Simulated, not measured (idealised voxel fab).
This is a process module. Its name is voxel transistor to metal.
Cross-sectional view cut (width: 285 nm; square cell size: 5 nm).
A cross-section is written here as square cells arranged in a grid, and it is given in bands from the top down, each band taking up one or more rows of cells.
Band: top and bottom heights (nm) first, top before bottom; then materials from left to right, widths in nm. "all across" marks a sole material filling the band edge to edge. "empty" denotes empty space.
We count height from 0. Below that, the starting wafer is all one material. The lowest band never ends at the bottom but goes on down; see "0 down" for how that is written.
You'd read "30 to 40" like this: the band's top row of cells is as wide as the first number, its bottom row is as wide as the second, and going down, every row changes width by the same amount as the row before did.
Key: "nothing altered" - step with no changed cell in the cross-section.
"Closed void table" lists enclosed empty spaces (at least 8 cells, no open path upward to the top), each as width x height at distance from the left edge, in nm.
Where a step's line continues beyond its settings, the continuation is a remark by the simulator itself on that step.
overlay nm, on a step with a mask: how far to the right of its planned place the mask lay; to the left if negative
### The planned process steps are enumerated hereunder
1: op RECEIVE | material Si
2: op CONFORMAL_DEP | material SiO2 | thk nm 5
3: op CONFORMAL_DEP | material SiN | thk nm 10
4: op PATTERN | tone cover | mask id ACTIVE | material resist | width nm 105 | pitch nm 135 | thk nm 20 | overlay nm 0
5: op DIRECTIONAL_ETCH | etch materials SiN | depth nm 10
6: op DIRECTIONAL_ETCH | etch materials SiO2 | depth nm 5
7: op DIRECTIONAL_ETCH | etch materials Si | depth nm 35
8: op STRIP | etch materials resist
9: op OXIDIZE | depth nm 5
10: op FILL_DEP | material SiO2 | thk nm 10
11: op CMP | height nm 15
12: op SELECTIVE_ETCH | etch materials SiO2 | depth nm 10
13: op STRIP | etch materials SiN
14: op SELECTIVE_ETCH | etch materials SiO2 | depth nm 5
15: op OXIDIZE | depth nm 5
16: op DIRECTIONAL_DEP | material polySi | thk nm 25
17: op DIRECTIONAL_DEP | material SiCN | thk nm 15
18: op MASKED_ETCH | tone cover | mask id GATE | width nm 25 | pitch nm 135 | etch materials SiCN | depth nm 25 | overlay nm 0
19: op MASKED_ETCH | tone cover | mask id GATE | width nm 25 | pitch nm 135 | etch materials polySi | depth nm 35 | overlay nm 0
20: op CONFORMAL_DEP | material SiN | thk nm 5
21: op DIRECTIONAL_ETCH | etch materials SiN | depth nm 5
22: op DIRECTIONAL_ETCH | etch materials SiO2 | depth nm 5
23: op DIRECTIONAL_ETCH | etch materials Si | depth nm 10
24: op EPI | material nSi | thk nm 10
25: op FILL_DEP | material SiO2 | thk nm 5
26: op CMP | height nm 40
27: op DIRECTIONAL_DEP | material SiO2 | thk nm 15
28: op PATTERN | tone open | mask id CONTACT | material resist | width nm 15 | thk nm 20 | overlay nm 0
29: op DIRECTIONAL_ETCH | etch materials SiO2 | depth nm 60
30: op STRIP | etch materials resist
31: op CONFORMAL_DEP | material TiN | thk nm 5
32: op FILL_DEP | material W | thk nm 5
33: op CMP | height nm 55
34: op CONFORMAL_DEP | material SiCN | thk nm 5
35: op DIRECTIONAL_DEP | material lowk | thk nm 25
36: op PATTERN | tone open | mask id METAL_1 | material resist | width nm 15 | thk nm 15 | overlay nm 0
37: op DIRECTIONAL_ETCH | etch materials lowk | depth nm 25
38: op DIRECTIONAL_ETCH | etch materials SiCN | depth nm 5
39: op STRIP | etch materials resist
40: op CONFORMAL_DEP | material TiN | thk nm 5
41: op FILL_DEP | material Ru | thk nm 10
42: op CMP | height nm 85
43: op CONFORMAL_DEP | material SiCN | thk nm 5
### Cross-section: wafer on arrival = after step 1
* 0 down: Si all across
* Closed void table: none
### Final wafer profile in cross-section after the module, from the same start and plan as above, with one mistake made during processing
* 90 to 85: SiCN all across
* 85 to 60: lowk (25)  TiN (5)  Ru (5)  TiN (5)  lowk (65)  TiN (5)  Ru (5)  TiN (5)  lowk (40)  TiN (5)  Ru (5)  TiN (5)  lowk (65)  TiN (5)  Ru (5)  TiN (5)  lowk (30)
* 60 to 55: SiCN (25)  TiN (15)  SiCN (65)  TiN (15)  SiCN (40)  TiN (15)  SiCN (65)  TiN (15)  SiCN (30)
* 55 to 40: SiO2 (25)  TiN (5)  W (5)  TiN (5)  SiO2 (65)  TiN (5)  W (5)  TiN (5)  SiO2 (40)  TiN (5)  W (5)  TiN (5)  SiO2 (65)  TiN (5)  W (5)  TiN (5)  SiO2 (30)
* 40 to 25: SiO2 (25)  TiN (5)  W (5)  TiN (5)  SiO2 (20)  SiN (5)  SiCN (25)  SiN (5)  SiO2 (10)  TiN (5)  W (5)  TiN (5)  SiO2 (40)  TiN (5)  W (5)  TiN (5)  SiO2 (20)  SiN (5)  SiCN (25)  SiN (5)  SiO2 (10)  TiN (5)  W (5)  TiN (5)  SiO2 (30)
* 25 to 5: SiO2 (25)  TiN (5)  W (5)  TiN (5)  SiO2 (15)  SiN (5)  polySi (30)  SiN (5)  SiO2 (10)  TiN (5)  W (5)  TiN (5)  SiO2 (40)  TiN (5)  W (5)  TiN (5)  SiO2 (15)  SiN (5)  polySi (30)  SiN (5)  SiO2 (10)  TiN (5)  W (5)  TiN (5)  SiO2 (30)
* 5 to 0: SiO2 (25)  TiN (5)  W (5)  TiN (5)  SiO2 (5)  nSi (10)  SiN (5)  polySi (30)  SiN (5)  nSi (10)  TiN (5)  W (5)  TiN (5)  SiO2 (40)  TiN (5)  W (5)  TiN (5)  SiO2 (5)  nSi (10)  SiN (5)  polySi (30)  SiN (5)  nSi (10)  TiN (5)  W (5)  TiN (5)  SiO2 (30)
* 0 to -5: SiO2 (25)  TiN (15)  SiO2 (5)  nSi (10)  SiO2 (40)  nSi (10)  TiN (15)  SiO2 (40)  TiN (15)  SiO2 (5)  nSi (10)  SiO2 (40)  nSi (10)  TiN (15)  SiO2 (30)
* -5 to -15: SiO2 (25)  nSi (30)  Si (40)  nSi (25)  SiO2 (40)  nSi (30)  Si (40)  nSi (25)  SiO2 (30)
* -15 to -40: SiO2 (25)  Si (95)  SiO2 (40)  Si (95)  SiO2 (30)
* -40 down: Si all across
* Closed void table: none
Finding, execution versus plan: note that step 18 departed from the planned setting and was carried out as op MASKED_ETCH | tone cover | mask id GATE | width nm 25 | pitch nm 135 | etch materials SiCN | depth nm 25 | overlay nm 5
